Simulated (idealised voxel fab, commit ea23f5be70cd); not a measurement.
Process module in this document: voxel spacer lines
150 nm wide, 5 nm square cells: that's cross-section cut.
Reading order for cross-sections: top band down to bottom band. Underlying form: a grid of square cells. Band size: one or more rows of cells. This entry defines a band. It first specifies the height of the band's top and the height of its bottom in nm, and then specifies the band's materials from left to right, stating each material with its width in nm. The word "everywhere" identifies a single material that fills the band from edge to edge, while the word "air" identifies empty space. Height 0 is the level under which the wafer as received is all one material. The lowest band goes on downwards, as in "top 0, no bottom". Quick explanation for "30->40": the width changes in equal steps down the rows of cells, from the first number in the band's top row to the second number in its bottom row. "remains unaltered" -> step changed no cross-section cell. Basically, "Sealed void listing" tells you about the enclosed voids: empty spaces with no open way to the top, 8 cells or bigger, each written width x height at distance, where distance is from the left edge, all in nm. The remark found on a step's line after its settings is issued by the simulator itself and pertains to that step. overlay nm: step with mask; distance mask lay right of planned place; negative value = left of planned place.
Process steps foreseen in the plan:
step 1: RECEIVE,material Si
step 2: CONFORMAL_DEP,material Al2O3,thk nm 10
step 3: DIRECTIONAL_DEP,material TiN,thk nm 15
step 4: DIRECTIONAL_DEP,material polySi,thk nm 30
step 5: PATTERN,tone cover,mask id MANDREL,material resist,width nm 20,pitch nm 60,thk nm 40,overlay nm 0
step 6: DIRECTIONAL_ETCH,etch materials polySi,depth nm 30
step 7: STRIP,etch materials resist
step 8: CONFORMAL_DEP,material SiN,thk nm 10
step 9: DIRECTIONAL_ETCH,etch materials SiN,depth nm 10
step 10: STRIP,etch materials polySi
step 11: DIRECTIONAL_ETCH,etch materials TiN,depth nm 15
step 12: STRIP,etch materials SiN
step 13: FILL_DEP,material lowk,thk nm 10
step 14: CMP,height nm 25
The following pertains to the first of two wafers, which was processed as planned:
Cross-section of the incoming wafer, state after step 1:
- top 0, no bottom | Si everywhere
- Sealed void listing: none
After step 2:
- top 10, bottom 0 | Al2O3 everywhere
- For the remainder of the cross-section, below 0, there is no change.
After step 3:
- top 25, bottom 10 | TiN everywhere
- For the remainder of the cross-section, below 10, there is no change.
After step 4:
- top 55, bottom 25 | polySi everywhere
- For the remainder of the cross-section, below 25, there is no change.
After step 5:
- top 95, bottom 55 | air (35) | resist (20) | air (40) | resist (20) | air (35)
- For the remainder of the cross-section, below 55, there is no change.
After step 6:
- top 95, bottom 55 | air (35) | resist (20) | air (40) | resist (20) | air (35)
- top 55, bottom 25 | air (35) | polySi (20) | air (40) | polySi (20) | air (35)
- For the remainder of the cross-section, below 25, there is no change.
After step 7:
- top 55, bottom 25 | air (35) | polySi (20) | air (40) | polySi (20) | air (35)
- For the remainder of the cross-section, below 25, there is no change.
After step 8:
- top 65, bottom 55 | air (25) | SiN (40) | air (20) | SiN (40) | air (25)
- top 55, bottom 35 | air (25) | SiN (10) | polySi (20) | SiN (10) | air (20) | SiN (10) | polySi (20) | SiN (10) | air (25)
- top 35, bottom 25 | SiN (35) | polySi (20) | SiN (40) | polySi (20) | SiN (35)
- For the remainder of the cross-section, below 25, there is no change.
After step 9:
- top 55, bottom 25 | air (25) | SiN (10) | polySi (20) | SiN (10) | air (20) | SiN (10) | polySi (20) | SiN (10) | air (25)
- For the remainder of the cross-section, below 25, there is no change.
After step 10:
- top 55, bottom 25 | air (25) | SiN (10) | air (20) | SiN (10) | air (20) | SiN (10) | air (20) | SiN (10) | air (25)
- For the remainder of the cross-section, below 25, there is no change.
After step 11:
- top 55, bottom 25 | air (25) | SiN (10) | air (20) | SiN (10) | air (20) | SiN (10) | air (20) | SiN (10) | air (25)
- top 25, bottom 10 | air (25) | TiN (10) | air (20) | TiN (10) | air (20) | TiN (10) | air (20) | TiN (10) | air (25)
- For the remainder of the cross-section, below 10, there is no change.
After step 12:
- top 25, bottom 10 | air (25) | TiN (10) | air (20) | TiN (10) | air (20) | TiN (10) | air (20) | TiN (10) | air (25)
- For the remainder of the cross-section, below 10, there is no change.
After step 13:
- top 35, bottom 25 | lowk everywhere
- top 25, bottom 10 | lowk (25) | TiN (10) | lowk (20) | TiN (10) | lowk (20) | TiN (10) | lowk (20) | TiN (10) | lowk (25)
- For the remainder of the cross-section, below 10, there is no change.
After step 14:
- top 25, bottom 10 | lowk (25) | TiN (10) | lowk (20) | TiN (10) | lowk (20) | TiN (10) | lowk (20) | TiN (10) | lowk (25)
- For the remainder of the cross-section, below 10, there is no change.
Second wafer: like start, like plan, one mistake. Through step 1 it matches the first wafer:
Cross-sectional representation of the second wafer at the time designated in the plan for the completion of step 2: remains unaltered
Cross-sectional representation of the second wafer at the time designated in the plan for the completion of step 3:
- top 15, bottom 0 | TiN everywhere
- For the remainder of the cross-section, below 0, there is no change.
Cross-sectional representation of the second wafer at the time designated in the plan for the completion of step 4:
- top 45, bottom 15 | polySi everywhere
- For the remainder of the cross-section, below 15, there is no change.
Cross-sectional representation of the second wafer at the time designated in the plan for the completion of step 5:
- top 85, bottom 45 | air (35) | resist (20) | air (40) | resist (20) | air (35)
- For the remainder of the cross-section, below 45, there is no change.
Cross-sectional representation of the second wafer at the time designated in the plan for the completion of step 6:
- top 85, bottom 45 | air (35) | resist (20) | air (40) | resist (20) | air (35)
- top 45, bottom 15 | air (35) | polySi (20) | air (40) | polySi (20) | air (35)
- For the remainder of the cross-section, below 15, there is no change.
Cross-sectional representation of the second wafer at the time designated in the plan for the completion of step 7:
- top 45, bottom 15 | air (35) | polySi (20) | air (40) | polySi (20) | air (35)
- For the remainder of the cross-section, below 15, there is no change.
Cross-sectional representation of the second wafer at the time designated in the plan for the completion of step 8:
- top 55, bottom 45 | air (25) | SiN (40) | air (20) | SiN (40) | air (25)
- top 45, bottom 25 | air (25) | SiN (10) | polySi (20) | SiN (10) | air (20) | SiN (10) | polySi (20) | SiN (10) | air (25)
- top 25, bottom 15 | SiN (35) | polySi (20) | SiN (40) | polySi (20) | SiN (35)
- For the remainder of the cross-section, below 15, there is no change.
Cross-sectional representation of the second wafer at the time designated in the plan for the completion of step 9:
- top 45, bottom 15 | air (25) | SiN (10) | polySi (20) | SiN (10) | air (20) | SiN (10) | polySi (20) | SiN (10) | air (25)
- For the remainder of the cross-section, below 15, there is no change.
Cross-sectional representation of the second wafer at the time designated in the plan for the completion of step 10:
- top 45, bottom 15 | air (25) | SiN (10) | air (20) | SiN (10) | air (20) | SiN (10) | air (20) | SiN (10) | air (25)
- For the remainder of the cross-section, below 15, there is no change.
Cross-sectional representation of the second wafer at the time designated in the plan for the completion of step 11:
- top 45, bottom 15 | air (25) | SiN (10) | air (20) | SiN (10) | air (20) | SiN (10) | air (20) | SiN (10) | air (25)
- top 15, bottom 0 | air (25) | TiN (10) | air (20) | TiN (10) | air (20) | TiN (10) | air (20) | TiN (10) | air (25)
- For the remainder of the cross-section, below 0, there is no change.
Cross-sectional representation of the second wafer at the time designated in the plan for the completion of step 12:
- top 15, bottom 0 | air (25) | TiN (10) | air (20) | TiN (10) | air (20) | TiN (10) | air (20) | TiN (10) | air (25)
- For the remainder of the cross-section, below 0, there is no change.
Cross-sectional representation of the second wafer at the time designated in the plan for the completion of step 13:
- top 25, bottom 15 | lowk everywhere
- top 15, bottom 0 | lowk (25) | TiN (10) | lowk (20) | TiN (10) | lowk (20) | TiN (10) | lowk (20) | TiN (10) | lowk (25)
- For the remainder of the cross-section, below 0, there is no change.
Cross-sectional representation of the second wafer at the time designated in the plan for the completion of step 14: remains unaltered
Here's what went sideways: the plan's step 2 was left out and never carried out
Upon completion, the second wafer contains, in terms of cells, a greater or smaller amount of certain materials than the first wafer: 60 fewer of Al2O3 | 60 more of lowk
